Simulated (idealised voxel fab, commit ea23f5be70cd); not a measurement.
Herein follows the process module entitled voxel transistor to metal.
Shown is cross-section cut, with a width of 300 nm and square cells of size 5 nm.
Reading order for cross-sections: top band down to bottom band. Underlying form: a grid of square cells. Band size: one or more rows of cells.
Within each band entry, the heights of the top and of the bottom of the band appear first, in that order and in nm; the materials of the band then follow from left to right, each with its corresponding width in nm. The designation "edge to edge" on a single material indicates that it fills the band from edge to edge; the designation "empty" indicates empty space.
Where do heights start? At 0: under that level the wafer as delivered is made of one material only. And the lowest band has no floor; it just carries on downward, as in "0 -> down".
Width: "30->40" (first number = top row, second number = bottom row, same change from row to row of cells).
What does "no change" mean for a step? It means no cell of the cross-section changed in that step.
So "Unvented internal voids" is basically the list of trapped voids: any empty space of 8 cells or more that can't reach the top through an opening. They're written width x height at distance, the distance being from the left edge, and it's all nm.
Whatever follows a step's settings on its line is a remark the simulator itself makes about that step.
For masked steps, "overlay nm" on the step line gives how far right of plan the mask actually lay; a minus sign means it lay to the left.
Structure of the following material. The material consists of pairs of cross-sections. Each pair comprises the cross-section before one process step and the cross-section after that step, the latter shown only down to the lowest band that changed. The step between the cross-sections is specified beneath each pair, including its settings. Pairs are not necessarily consecutive: they may derive from different runs of this module performed on the same starting wafer. Continuity with the pair above is to be assumed only where the entry headed "Pre-process state" of the pair in question states it.

[Pre-process state]
	70 -> 50 = empty: 55 / Ru: 15 / empty: 50 / Ru: 15 / empty: 30 / Ru: 15 / empty: 50 / Ru: 15 / empty: 55
	50 -> 45 = empty: 55 / TiN: 15 / empty: 50 / TiN: 15 / empty: 30 / TiN: 15 / empty: 50 / TiN: 15 / empty: 55
	45 -> 35 = SiO2: 55 / TiN: 5 / W: 5 / TiN: 5 / SiO2: 50 / TiN: 5 / W: 5 / TiN: 5 / SiO2: 30 / TiN: 5 / W: 5 / TiN: 5 / SiO2: 50 / TiN: 5 / W: 5 / TiN: 5 / SiO2: 55
	35 -> 25 = SiO2: 55 / TiN: 5 / W: 5 / TiN: 5 / SiO2: 5 / SiN: 5 / SiO2: 5 / SiCN: 20 / SiO2: 5 / SiN: 5 / SiO2: 5 / TiN: 5 / W: 5 / TiN: 5 / SiO2: 30 / TiN: 5 / W: 5 / TiN: 5 / SiO2: 5 / SiN: 5 / SiO2: 5 / SiCN: 20 / SiO2: 5 / SiN: 5 / SiO2: 5 / TiN: 5 / W: 5 / TiN: 5 / SiO2: 55
	25 -> 10 = SiO2: 55 / TiN: 5 / W: 5 / TiN: 5 / SiO2: 5 / SiN: 5 / SiO2: 5 / polySi: 20 / SiO2: 5 / SiN: 5 / SiO2: 5 / TiN: 5 / W: 5 / TiN: 5 / SiO2: 30 / TiN: 5 / W: 5 / TiN: 5 / SiO2: 5 / SiN: 5 / SiO2: 5 / polySi: 20 / SiO2: 5 / SiN: 5 / SiO2: 5 / TiN: 5 / W: 5 / TiN: 5 / SiO2: 55
	10 -> 5 = SiO2: 55 / TiN: 15 / SiO2: 5 / SiN: 5 / SiO2: 5 / polySi: 20 / SiO2: 5 / SiN: 5 / SiO2: 5 / TiN: 15 / SiO2: 30 / TiN: 15 / SiO2: 5 / SiN: 5 / SiO2: 5 / polySi: 20 / SiO2: 5 / SiN: 5 / SiO2: 5 / TiN: 15 / SiO2: 55
	5 -> 0 = SiO2: 45 / SiN: 5 / SiO2: 5 / TiN: 5 / SiGe: 15 / SiN: 5 / SiO2: 5 / polySi: 20 / SiO2: 5 / SiN: 5 / SiGe: 15 / TiN: 5 / SiO2: 30 / TiN: 5 / SiGe: 15 / SiN: 5 / SiO2: 5 / polySi: 20 / SiO2: 5 / SiN: 5 / SiGe: 15 / TiN: 5 / SiO2: 5 / SiN: 5 / SiO2: 45
	0 -> -5 = SiO2: 45 / SiN: 5 / SiGe: 25 / SiN: 5 / SiO2: 5 / polySi: 20 / SiO2: 5 / SiN: 5 / SiGe: 25 / SiO2: 20 / SiGe: 25 / SiN: 5 / SiO2: 5 / polySi: 20 / SiO2: 5 / SiN: 5 / SiGe: 25 / SiN: 5 / SiO2: 45
	-5 -> -10 = SiO2: 45 / SiN: 5 / SiGe: 25 / SiO2: 40 / SiGe: 25 / SiN: 5 / SiO2: 10 / SiN: 5 / SiGe: 25 / SiO2: 40 / SiGe: 25 / SiN: 5 / SiO2: 45
	-10 -> -15 = SiO2: 60 / SiGe: 15 / Si: 40 / SiGe: 15 / SiO2: 40 / SiGe: 15 / Si: 40 / SiGe: 15 / SiO2: 60
	-15 -> -25 = SiO2: 55 / Si: 5 / SiGe: 15 / Si: 40 / SiGe: 15 / Si: 5 / SiO2: 30 / Si: 5 / SiGe: 15 / Si: 40 / SiGe: 15 / Si: 5 / SiO2: 55
	-25 -> -40 = SiO2: 55 / Si: 80 / SiO2: 30 / Si: 80 / SiO2: 55
	-40 -> down = Si edge to edge
	Unvented internal voids: none

[Resultant Cross-Section]
	75 -> 70 = empty: 50 / SiN: 25 / empty: 40 / SiN: 25 / empty: 20 / SiN: 25 / empty: 40 / SiN: 25 / empty: 50
	70 -> 50 = empty: 50 / SiN: 5 / Ru: 15 / SiN: 5 / empty: 40 / SiN: 5 / Ru: 15 / SiN: 5 / empty: 20 / SiN: 5 / Ru: 15 / SiN: 5 / empty: 40 / SiN: 5 / Ru: 15 / SiN: 5 / empty: 50
	50 -> 45 = SiN: 55 / TiN: 15 / SiN: 50 / TiN: 15 / SiN: 30 / TiN: 15 / SiN: 50 / TiN: 15 / SiN: 55
	below 45: unchanged
	Unvented internal voids: none
Formally, the process step situated between the two cross-sections above is CONFORMAL_DEP, material SiN, thk nm 5

Pre-process state: Please consult the pair immediately above; the cross-section it shows after its step is the state before this step.

[Resultant Cross-Section]
	85 -> 75 = SiO2 edge to edge
	75 -> 70 = SiO2: 50 / SiN: 25 / SiO2: 40 / SiN: 25 / SiO2: 20 / SiN: 25 / SiO2: 40 / SiN: 25 / SiO2: 50
	70 -> 50 = SiO2: 50 / SiN: 5 / Ru: 15 / SiN: 5 / SiO2: 40 / SiN: 5 / Ru: 15 / SiN: 5 / SiO2: 20 / SiN: 5 / Ru: 15 / SiN: 5 / SiO2: 40 / SiN: 5 / Ru: 15 / SiN: 5 / SiO2: 50
	below 50: unchanged
	Unvented internal voids: none
Formally, the process step situated between the two cross-sections above is FILL_DEP, material SiO2, thk nm 10

Pre-process state: Please consult the pair immediately above; the cross-section it shows after its step is the state before this step.

[Resultant Cross-Section]
	70 -> 50 = SiO2: 50 / SiN: 5 / Ru: 15 / SiN: 5 / SiO2: 40 / SiN: 5 / Ru: 15 / SiN: 5 / SiO2: 20 / SiN: 5 / Ru: 15 / SiN: 5 / SiO2: 40 / SiN: 5 / Ru: 15 / SiN: 5 / SiO2: 50
	below 50: unchanged
	Unvented internal voids: none
Formally, the process step situated between the two cross-sections above is CMP, height nm 70

Pre-process state: Please consult the pair immediately above; the cross-section it shows after its step is the state before this step.

[Resultant Cross-Section]
	75 -> 70 = SiCN edge to edge
	below 70: unchanged
	Unvented internal voids: none
Formally, the process step situated between the two cross-sections above is CONFORMAL_DEP, material SiCN, thk nm 5

[Pre-process state]
	35 -> 25 = empty: 85 / SiCN: 20 / empty: 90 / SiCN: 20 / empty: 85
	25 -> 5 = empty: 85 / polySi: 20 / empty: 90 / polySi: 20 / empty: 85
	5 -> -5 = SiO2: 45 / empty: 40 / polySi: 20 / empty: 40 / SiO2: 10 / empty: 40 / polySi: 20 / empty: 40 / SiO2: 45
	-5 -> -10 = SiO2 edge to edge
	-10 -> -40 = SiO2: 55 / Si: 80 / SiO2: 30 / Si: 80 / SiO2: 55
	-40 -> down = Si edge to edge
	Unvented internal voids: none

[Resultant Cross-Section]
	50 -> 35 = empty: 70 / SiO2: 50 / empty: 60 / SiO2: 50 / empty: 70
	35 -> 25 = empty: 70 / SiO2: 15 / SiCN: 20 / SiO2: 15 / empty: 60 / SiO2: 15 / SiCN: 20 / SiO2: 15 / empty: 70
	25 -> 20 = empty: 70 / SiO2: 15 / polySi: 20 / SiO2: 15 / empty: 60 / SiO2: 15 / polySi: 20 / SiO2: 15 / empty: 70
	20 -> 10 = SiO2: 60 / empty: 10 / SiO2: 15 / polySi: 20 / SiO2: 15 / empty: 10 / SiO2: 40 / empty: 10 / SiO2: 15 / polySi: 20 / SiO2: 15 / empty: 10 / SiO2: 60
	10 -> -5 = SiO2: 85 / polySi: 20 / SiO2: 90 / polySi: 20 / SiO2: 85
	below -5: unchanged
	Unvented internal voids: none
Formally, the process step situated between the two cross-sections above is CONFORMAL_DEP, material SiO2, thk nm 15

Pre-process state: Please consult the pair immediately above; the cross-section it shows after its step is the state before this step.

[Resultant Cross-Section]
	45 -> 35 = empty: 70 / SiO2: 50 / empty: 60 / SiO2: 50 / empty: 70
	35 -> 25 = empty: 70 / SiO2: 15 / SiCN: 20 / SiO2: 15 / empty: 60 / SiO2: 15 / SiCN: 20 / SiO2: 15 / empty: 70
	25 -> 15 = empty: 70 / SiO2: 15 / polySi: 20 / SiO2: 15 / empty: 60 / SiO2: 15 / polySi: 20 / SiO2: 15 / empty: 70
	15 -> 5 = SiO2: 60 / empty: 10 / SiO2: 15 / polySi: 20 / SiO2: 15 / empty: 10 / SiO2: 40 / empty: 10 / SiO2: 15 / polySi: 20 / SiO2: 15 / empty: 10 / SiO2: 60
	below 5: unchanged
	Unvented internal voids: none
Formally, the process step situated between the two cross-sections above is DIRECTIONAL_ETCH, etch materials SiO2, depth nm 5

Pre-process state: Please consult the pair immediately above; the cross-section it shows after its step is the state before this step.

[Resultant Cross-Section]
	50 -> 45 = empty: 65 / SiN: 60 / empty: 50 / SiN: 60 / empty: 65
	45 -> 35 = empty: 65 / SiN: 5 / SiO2: 50 / SiN: 5 / empty: 50 / SiN: 5 / SiO2: 50 / SiN: 5 / empty: 65
	35 -> 25 = empty: 65 / SiN: 5 / SiO2: 15 / SiCN: 20 / SiO2: 15 / SiN: 5 / empty: 50 / SiN: 5 / SiO2: 15 / SiCN: 20 / SiO2: 15 / SiN: 5 / empty: 65
	25 -> 20 = empty: 65 / SiN: 5 / SiO2: 15 / polySi: 20 / SiO2: 15 / SiN: 5 / empty: 50 / SiN: 5 / SiO2: 15 / polySi: 20 / SiO2: 15 / SiN: 5 / empty: 65
	20 -> 15 = SiN: 70 / SiO2: 15 / polySi: 20 / SiO2: 15 / SiN: 60 / SiO2: 15 / polySi: 20 / SiO2: 15 / SiN: 70
	15 -> 5 = SiO2: 60 / SiN: 10 / SiO2: 15 / polySi: 20 / SiO2: 15 / SiN: 10 / SiO2: 40 / SiN: 10 / SiO2: 15 / polySi: 20 / SiO2: 15 / SiN: 10 / SiO2: 60
	below 5: unchanged
	Unvented internal voids: none
Formally, the process step situated between the two cross-sections above is CONFORMAL_DEP, material SiN, thk nm 5

Pre-process state: Please consult the pair immediately above; the cross-section it shows after its step is the state before this step.

[Resultant Cross-Section]
	45 -> 35 = empty: 65 / SiN: 5 / SiO2: 50 / SiN: 5 / empty: 50 / SiN: 5 / SiO2: 50 / SiN: 5 / empty: 65
	35 -> 25 = empty: 65 / SiN: 5 / SiO2: 15 / SiCN: 20 / SiO2: 15 / SiN: 5 / empty: 50 / SiN: 5 / SiO2: 15 / SiCN: 20 / SiO2: 15 / SiN: 5 / empty: 65
	25 -> 15 = empty: 65 / SiN: 5 / SiO2: 15 / polySi: 20 / SiO2: 15 / SiN: 5 / empty: 50 / SiN: 5 / SiO2: 15 / polySi: 20 / SiO2: 15 / SiN: 5 / empty: 65
	below 15: unchanged
	Unvented internal voids: none
Formally, the process step situated between the two cross-sections above is DIRECTIONAL_ETCH, etch materials SiN, depth nm 5

Pre-process state: Please consult the pair immediately above; the cross-section it shows after its step is the state before this step.

[Resultant Cross-Section]
	45 -> 40 = empty: 65 / SiN: 5 / empty: 50 / SiN: 5 / empty: 50 / SiN: 5 / empty: 50 / SiN: 5 / empty: 65
	40 -> 35 = empty: 65 / SiN: 5 / SiO2: 50 / SiN: 5 / empty: 50 / SiN: 5 / SiO2: 50 / SiN: 5 / empty: 65
	35 -> 25 = empty: 65 / SiN: 5 / SiO2: 15 / SiCN: 20 / SiO2: 15 / SiN: 5 / empty: 50 / SiN: 5 / SiO2: 15 / SiCN: 20 / SiO2: 15 / SiN: 5 / empty: 65
	25 -> 15 = empty: 65 / SiN: 5 / SiO2: 15 / polySi: 20 / SiO2: 15 / SiN: 5 / empty: 50 / SiN: 5 / SiO2: 15 / polySi: 20 / SiO2: 15 / SiN: 5 / empty: 65
	15 -> 10 = empty: 60 / SiN: 10 / SiO2: 15 / polySi: 20 / SiO2: 15 / SiN: 10 / empty: 40 / SiN: 10 / SiO2: 15 / polySi: 20 / SiO2: 15 / SiN: 10 / empty: 60
	below 10: unchanged
	Unvented internal voids: none
Formally, the process step situated between the two cross-sections above is DIRECTIONAL_ETCH, etch materials SiO2, depth nm 5

Pre-process state: Please consult the pair immediately above; the cross-section it shows after its step is the state before this step.

[Resultant Cross-Section]
	50 -> 45 = SiO2 edge to edge
	45 -> 35 = SiO2: 65 / SiN: 5 / SiO2: 50 / SiN: 5 / SiO2: 50 / SiN: 5 / SiO2: 50 / SiN: 5 / SiO2: 65
	35 -> 25 = SiO2: 65 / SiN: 5 / SiO2: 15 / SiCN: 20 / SiO2: 15 / SiN: 5 / SiO2: 50 / SiN: 5 / SiO2: 15 / SiCN: 20 / SiO2: 15 / SiN: 5 / SiO2: 65
	25 -> 15 = SiO2: 65 / SiN: 5 / SiO2: 15 / polySi: 20 / SiO2: 15 / SiN: 5 / SiO2: 50 / SiN: 5 / SiO2: 15 / polySi: 20 / SiO2: 15 / SiN: 5 / SiO2: 65
	15 -> 5 = SiO2: 60 / SiN: 10 / SiO2: 15 / polySi: 20 / SiO2: 15 / SiN: 10 / SiO2: 40 / SiN: 10 / SiO2: 15 / polySi: 20 / SiO2: 15 / SiN: 10 / SiO2: 60
	below 5: unchanged
	Unvented internal voids: none
Formally, the process step situated between the two cross-sections above is FILL_DEP, material SiO2, thk nm 5

Pre-process state: Please consult the pair immediately above; the cross-section it shows after its step is the state before this step.

[Resultant Cross-Section]
	35 -> 25 = SiO2: 65 / SiN: 5 / SiO2: 15 / SiCN: 20 / SiO2: 15 / SiN: 5 / SiO2: 50 / SiN: 5 / SiO2: 15 / SiCN: 20 / SiO2: 15 / SiN: 5 / SiO2: 65
	below 25: unchanged
	Unvented internal voids: none
Formally, the process step situated between the two cross-sections above is CMP, height nm 35

Pre-process state: Please consult the pair immediately above; the cross-section it shows after its step is the state before this step.

[Resultant Cross-Section]
	45 -> 35 = SiO2 edge to edge
	below 35: unchanged
	Unvented internal voids: none
Formally, the process step situated between the two cross-sections above is DIRECTIONAL_DEP, material SiO2, thk nm 10

Pre-process state: Please consult the pair immediately above; the cross-section it shows after its step is the state before this step.

[Resultant Cross-Section]
	60 -> 45 = aC edge to edge
	below 45: unchanged
	Unvented internal voids: none
Formally, the process step situated between the two cross-sections above is DIRECTIONAL_DEP, material aC, thk nm 15

Pre-process state: Please consult the pair immediately above; the cross-section it shows after its step is the state before this step.

[Resultant Cross-Section]
	95 -> 60 = resist: 55 / empty: 15 / resist: 50 / empty: 15 / resist: 30 / empty: 15 / resist: 50 / empty: 15 / resist: 55
	below 60: unchanged
	Unvented internal voids: none
Formally, the process step situated between the two cross-sections above is PATTERN, tone open, mask id CONTACT, material resist, width nm 15, thk nm 35, overlay nm 0

Pre-process state: Please consult the pair immediately above; the cross-section it shows after its step is the state before this step.

[Resultant Cross-Section]
	80 -> 60 = resist: 55 / empty: 15 / resist: 50 / empty: 15 / resist: 30 / empty: 15 / resist: 50 / empty: 15 / resist: 55
	60 -> 45 = aC: 55 / empty: 15 / aC: 50 / empty: 15 / aC: 30 / empty: 15 / aC: 50 / empty: 15 / aC: 55
	below 45: unchanged
	Unvented internal voids: none
Formally, the process step situated between the two cross-sections above is DIRECTIONAL_ETCH, etch materials aC, depth nm 15

Pre-process state: Please consult the pair immediately above; the cross-section it shows after its step is the state before this step.

[Resultant Cross-Section]
	60 -> 45 = aC: 55 / empty: 15 / aC: 50 / empty: 15 / aC: 30 / empty: 15 / aC: 50 / empty: 15 / aC: 55
	below 45: unchanged
	Unvented internal voids: none
Formally, the process step situated between the two cross-sections above is STRIP, etch materials resist

Pre-process state: Please consult the pair immediately above; the cross-section it shows after its step is the state before this step.

[Resultant Cross-Section]
	60 -> 45 = aC: 55 / empty: 15 / aC: 50 / empty: 15 / aC: 30 / empty: 15 / aC: 50 / empty: 15 / aC: 55
	45 -> 35 = SiO2: 55 / empty: 15 / SiO2: 50 / empty: 15 / SiO2: 30 / empty: 15 / SiO2: 50 / empty: 15 / SiO2: 55
	35 -> 25 = SiO2: 55 / empty: 10 / SiN: 5 / SiO2: 15 / SiCN: 20 / SiO2: 15 / SiN: 5 / empty: 10 / SiO2: 30 / empty: 10 / SiN: 5 / SiO2: 15 / SiCN: 20 / SiO2: 15 / SiN: 5 / empty: 10 / SiO2: 55
	25 -> 15 = SiO2: 55 / empty: 10 / SiN: 5 / SiO2: 15 / polySi: 20 / SiO2: 15 / SiN: 5 / empty: 10 / SiO2: 30 / empty: 10 / SiN: 5 / SiO2: 15 / polySi: 20 / SiO2: 15 / SiN: 5 / empty: 10 / SiO2: 55
	15 -> 5 = SiO2: 55 / empty: 5 / SiN: 10 / SiO2: 15 / polySi: 20 / SiO2: 15 / SiN: 10 / empty: 5 / SiO2: 30 / empty: 5 / SiN: 10 / SiO2: 15 / polySi: 20 / SiO2: 15 / SiN: 10 / empty: 5 / SiO2: 55
	5 -> -5 = SiO2: 55 / empty: 5 / SiO2: 25 / polySi: 20 / SiO2: 25 / empty: 5 / SiO2: 30 / empty: 5 / SiO2: 25 / polySi: 20 / SiO2: 25 / empty: 5 / SiO2: 55
	-5 -> -10 = SiO2: 55 / empty: 5 / SiO2: 70 / empty: 5 / SiO2: 30 / empty: 5 / SiO2: 70 / empty: 5 / SiO2: 55
	below -10: unchanged
	Unvented internal voids: none
Formally, the process step situated between the two cross-sections above is DIRECTIONAL_ETCH, etch materials SiO2, depth nm 55

Pre-process state: Please consult the pair immediately above; the cross-section it shows after its step is the state before this step.

[Resultant Cross-Section]
	45 -> 35 = SiO2: 55 / empty: 15 / SiO2: 50 / empty: 15 / SiO2: 30 / empty: 15 / SiO2: 50 / empty: 15 / SiO2: 55
	below 35: unchanged
	Unvented internal voids: none
Formally, the process step situated between the two cross-sections above is STRIP, etch materials aC

Pre-process state: Please consult the pair immediately above; the cross-section it shows after its step is the state before this step.

[Resultant Cross-Section]
	50 -> 45 = TiN: 60 / empty: 5 / TiN: 60 / empty: 5 / TiN: 40 / empty: 5 / TiN: 60 / empty: 5 / TiN: 60
	45 -> 40 = SiO2: 55 / TiN: 5 / empty: 5 / TiN: 5 / SiO2: 50 / TiN: 5 / empty: 5 / TiN: 5 / SiO2: 30 / TiN: 5 / empty: 5 / TiN: 5 / SiO2: 50 / TiN: 5 / empty: 5 / TiN: 5 / SiO2: 55
	40 -> 35 = SiO2: 55 / TiN: 15 / SiO2: 50 / TiN: 15 / SiO2: 30 / TiN: 15 / SiO2: 50 / TiN: 15 / SiO2: 55
	35 -> 25 = SiO2: 55 / TiN: 10 / SiN: 5 / SiO2: 15 / SiCN: 20 / SiO2: 15 / SiN: 5 / TiN: 10 / SiO2: 30 / TiN: 10 / SiN: 5 / SiO2: 15 / SiCN: 20 / SiO2: 15 / SiN: 5 / TiN: 10 / SiO2: 55
	25 -> 15 = SiO2: 55 / TiN: 10 / SiN: 5 / SiO2: 15 / polySi: 20 / SiO2: 15 / SiN: 5 / TiN: 10 / SiO2: 30 / TiN: 10 / SiN: 5 / SiO2: 15 / polySi: 20 / SiO2: 15 / SiN: 5 / TiN: 10 / SiO2: 55
	15 -> 5 = SiO2: 55 / TiN: 5 / SiN: 10 / SiO2: 15 / polySi: 20 / SiO2: 15 / SiN: 10 / TiN: 5 / SiO2: 30 / TiN: 5 / SiN: 10 / SiO2: 15 / polySi: 20 / SiO2: 15 / SiN: 10 / TiN: 5 / SiO2: 55
	5 -> -5 = SiO2: 55 / TiN: 5 / SiO2: 25 / polySi: 20 / SiO2: 25 / TiN: 5 / SiO2: 30 / TiN: 5 / SiO2: 25 / polySi: 20 / SiO2: 25 / TiN: 5 / SiO2: 55
	-5 -> -10 = SiO2: 55 / TiN: 5 / SiO2: 70 / TiN: 5 / SiO2: 30 / TiN: 5 / SiO2: 70 / TiN: 5 / SiO2: 55
	below -10: unchanged
	Unvented internal voids: none
Formally, the process step situated between the two cross-sections above is CONFORMAL_DEP, material TiN, thk nm 5

Pre-process state: Please consult the pair immediately above; the cross-section it shows after its step is the state before this step.

[Resultant Cross-Section]
	55 -> 50 = W edge to edge
	50 -> 45 = TiN: 60 / W: 5 / TiN: 60 / W: 5 / TiN: 40 / W: 5 / TiN: 60 / W: 5 / TiN: 60
	45 -> 40 = SiO2: 55 / TiN: 5 / W: 5 / TiN: 5 / SiO2: 50 / TiN: 5 / W: 5 / TiN: 5 / SiO2: 30 / TiN: 5 / W: 5 / TiN: 5 / SiO2: 50 / TiN: 5 / W: 5 / TiN: 5 / SiO2: 55
	below 40: unchanged
	Unvented internal voids: none
Formally, the process step situated between the two cross-sections above is FILL_DEP, material W, thk nm 5

Pre-process state: Please consult the pair immediately above; the cross-section it shows after its step is the state before this step.

[Resultant Cross-Section]
	45 -> 40 = SiO2: 55 / TiN: 5 / W: 5 / TiN: 5 / SiO2: 50 / TiN: 5 / W: 5 / TiN: 5 / SiO2: 30 / TiN: 5 / W: 5 / TiN: 5 / SiO2: 50 / TiN: 5 / W: 5 / TiN: 5 / SiO2: 55
	below 40: unchanged
	Unvented internal voids: none
Formally, the process step situated between the two cross-sections above is CMP, height nm 45

Pre-process state: Please consult the pair immediately above; the cross-section it shows after its step is the state before this step.

[Resultant Cross-Section]
	50 -> 45 = TiN edge to edge
	below 45: unchanged
	Unvented internal voids: none
Formally, the process step situated between the two cross-sections above is DIRECTIONAL_DEP, material TiN, thk nm 5

Pre-process state: Please consult the pair immediately above; the cross-section it shows after its step is the state before this step.

[Resultant Cross-Section]
	70 -> 50 = Ru edge to edge
	below 50: unchanged
	Unvented internal voids: none
Formally, the process step situated between the two cross-sections above is DIRECTIONAL_DEP, material Ru, thk nm 20

Pre-process state: Please consult the pair immediately above; the cross-section it shows after its step is the state before this step.

[Resultant Cross-Section]
	85 -> 70 = empty: 55 / resist: 15 / empty: 50 / resist: 15 / empty: 30 / resist: 15 / empty: 50 / resist: 15 / empty: 55
	below 70: unchanged
	Unvented internal voids: none
Formally, the process step situated between the two cross-sections above is PATTERN, tone cover, mask id METAL_1, material resist, width nm 15, thk nm 15, overlay nm 0

Pre-process state: Please consult the pair immediately above; the cross-section it shows after its step is the state before this step.

[Resultant Cross-Section]
	85 -> 70 = empty: 55 / resist: 15 / empty: 50 / resist: 15 / empty: 30 / resist: 15 / empty: 50 / resist: 15 / empty: 55
	70 -> 50 = empty: 55 / Ru: 15 / empty: 50 / Ru: 15 / empty: 30 / Ru: 15 / empty: 50 / Ru: 15 / empty: 55
	below 50: unchanged
	Unvented internal voids: none
Formally, the process step situated between the two cross-sections above is DIRECTIONAL_ETCH, etch materials Ru, depth nm 20

Pre-process state: Please consult the pair immediately above; the cross-section it shows after its step is the state before this step.

[Resultant Cross-Section]
	85 -> 70 = empty: 55 / resist: 15 / empty: 50 / resist: 15 / empty: 30 / resist: 15 / empty: 50 / resist: 15 / empty: 55
	70 -> 50 = empty: 55 / Ru: 15 / empty: 50 / Ru: 15 / empty: 30 / Ru: 15 / empty: 50 / Ru: 15 / empty: 55
	50 -> 45 = empty: 55 / TiN: 15 / empty: 50 / TiN: 15 / empty: 30 / TiN: 15 / empty: 50 / TiN: 15 / empty: 55
	below 45: unchanged
	Unvented internal voids: none
Formally, the process step situated between the two cross-sections above is DIRECTIONAL_ETCH, etch materials TiN, depth nm 5

Pre-process state: Please consult the pair immediately above; the cross-section it shows after its step is the state before this step.

[Resultant Cross-Section]
	70 -> 50 = empty: 55 / Ru: 15 / empty: 50 / Ru: 15 / empty: 30 / Ru: 15 / empty: 50 / Ru: 15 / empty: 55
	below 50: unchanged
	Unvented internal voids: none
Formally, the process step situated between the two cross-sections above is STRIP, etch materials resist

Pre-process state: Please consult the pair immediately above; the cross-section it shows after its step is the state before this step.

[Resultant Cross-Section]
	75 -> 70 = empty: 50 / SiN: 25 / empty: 40 / SiN: 25 / empty: 20 / SiN: 25 / empty: 40 / SiN: 25 / empty: 50
	70 -> 50 = empty: 50 / SiN: 5 / Ru: 15 / SiN: 5 / empty: 40 / SiN: 5 / Ru: 15 / SiN: 5 / empty: 20 / SiN: 5 / Ru: 15 / SiN: 5 / empty: 40 / SiN: 5 / Ru: 15 / SiN: 5 / empty: 50
	50 -> 45 = SiN: 55 / TiN: 15 / SiN: 50 / TiN: 15 / SiN: 30 / TiN: 15 / SiN: 50 / TiN: 15 / SiN: 55
	below 45: unchanged
	Unvented internal voids: none
Formally, the process step situated between the two cross-sections above is CONFORMAL_DEP, material SiN, thk nm 5

Pre-process state: Please consult the pair immediately above; the cross-section it shows after its step is the state before this step.

[Resultant Cross-Section]
	85 -> 75 = SiO2 edge to edge
	75 -> 70 = SiO2: 50 / SiN: 25 / SiO2: 40 / SiN: 25 / SiO2: 20 / SiN: 25 / SiO2: 40 / SiN: 25 / SiO2: 50
	70 -> 50 = SiO2: 50 / SiN: 5 / Ru: 15 / SiN: 5 / SiO2: 40 / SiN: 5 / Ru: 15 / SiN: 5 / SiO2: 20 / SiN: 5 / Ru: 15 / SiN: 5 / SiO2: 40 / SiN: 5 / Ru: 15 / SiN: 5 / SiO2: 50
	below 50: unchanged
	Unvented internal voids: none
Formally, the process step situated between the two cross-sections above is FILL_DEP, material SiO2, thk nm 10

Pre-process state: Please consult the pair immediately above; the cross-section it shows after its step is the state before this step.

[Resultant Cross-Section]
	70 -> 50 = SiO2: 50 / SiN: 5 / Ru: 15 / SiN: 5 / SiO2: 40 / SiN: 5 / Ru: 15 / SiN: 5 / SiO2: 20 / SiN: 5 / Ru: 15 / SiN: 5 / SiO2: 40 / SiN: 5 / Ru: 15 / SiN: 5 / SiO2: 50
	below 50: unchanged
	Unvented internal voids: none
Formally, the process step situated between the two cross-sections above is CMP, height nm 70

Pre-process state: Please consult the pair immediately above; the cross-section it shows after its step is the state before this step.

[Resultant Cross-Section]
	75 -> 70 = SiCN edge to edge
	below 70: unchanged
	Unvented internal voids: none
Formally, the process step situated between the two cross-sections above is CONFORMAL_DEP, material SiCN, thk nm 5

[Pre-process state]
	60 -> 45 = aC edge to edge
	45 -> 35 = SiO2 edge to edge
	35 -> 25 = SiO2: 75 / SiN: 5 / SiO2: 5 / SiCN: 20 / SiO2: 5 / SiN: 5 / SiO2: 70 / SiN: 5 / SiO2: 5 / SiCN: 20 / SiO2: 5 / SiN: 5 / SiO2: 75
	25 -> 5 = SiO2: 75 / SiN: 5 / SiO2: 5 / polySi: 20 / SiO2: 5 / SiN: 5 / SiO2: 70 / SiN: 5 / SiO2: 5 / polySi: 20 / SiO2: 5 / SiN: 5 / SiO2: 75
	5 -> -5 = SiO2: 50 / SiN: 5 / SiO2: 5 / SiGe: 15 / SiN: 5 / SiO2: 5 / polySi: 20 / SiO2: 5 / SiN: 5 / SiGe: 15 / SiO2: 5 / SiN: 5 / SiO2: 20 / SiN: 5 / SiO2: 5 / SiGe: 15 / SiN: 5 / SiO2: 5 / polySi: 20 / SiO2: 5 / SiN: 5 / SiGe: 15 / SiO2: 5 / SiN: 5 / SiO2: 50
	-5 -> -10 = SiO2: 60 / SiGe: 15 / SiO2: 40 / SiGe: 15 / SiO2: 40 / SiGe: 15 / SiO2: 40 / SiGe: 15 / SiO2: 60
	-10 -> -25 = SiO2: 55 / SiGe: 20 / Si: 40 / SiGe: 20 / SiO2: 30 / SiGe: 20 / Si: 40 / SiGe: 20 / SiO2: 55
	-25 -> -40 = SiO2: 55 / Si: 80 / SiO2: 30 / Si: 80 / SiO2: 55
	-40 -> down = Si edge to edge
	Unvented internal voids: none

[Resultant Cross-Section]
	95 -> 60 = resist: 55 / empty: 20 / resist: 45 / empty: 20 / resist: 25 / empty: 20 / resist: 45 / empty: 20 / resist: 50
	below 60: unchanged
	Unvented internal voids: none
Formally, the process step situated between the two cross-sections above is PATTERN, tone open, mask id CONTACT, material resist, width nm 20, thk nm 35, overlay nm 0

Pre-process state: Please consult the pair immediately above; the cross-section it shows after its step is the state before this step.

[Resultant Cross-Section]
	80 -> 60 = resist: 55 / empty: 20 / resist: 45 / empty: 20 / resist: 25 / empty: 20 / resist: 45 / empty: 20 / resist: 50
	60 -> 45 = aC: 55 / empty: 20 / aC: 45 / empty: 20 / aC: 25 / empty: 20 / aC: 45 / empty: 20 / aC: 50
	below 45: unchanged
	Unvented internal voids: none
Formally, the process step situated between the two cross-sections above is DIRECTIONAL_ETCH, etch materials aC, depth nm 15

Pre-process state: Please consult the pair immediately above; the cross-section it shows after its step is the state before this step.

[Resultant Cross-Section]
	60 -> 45 = aC: 55 / empty: 20 / aC: 45 / empty: 20 / aC: 25 / empty: 20 / aC: 45 / empty: 20 / aC: 50
	below 45: unchanged
	Unvented internal voids: none
Formally, the process step situated between the two cross-sections above is STRIP, etch materials resist
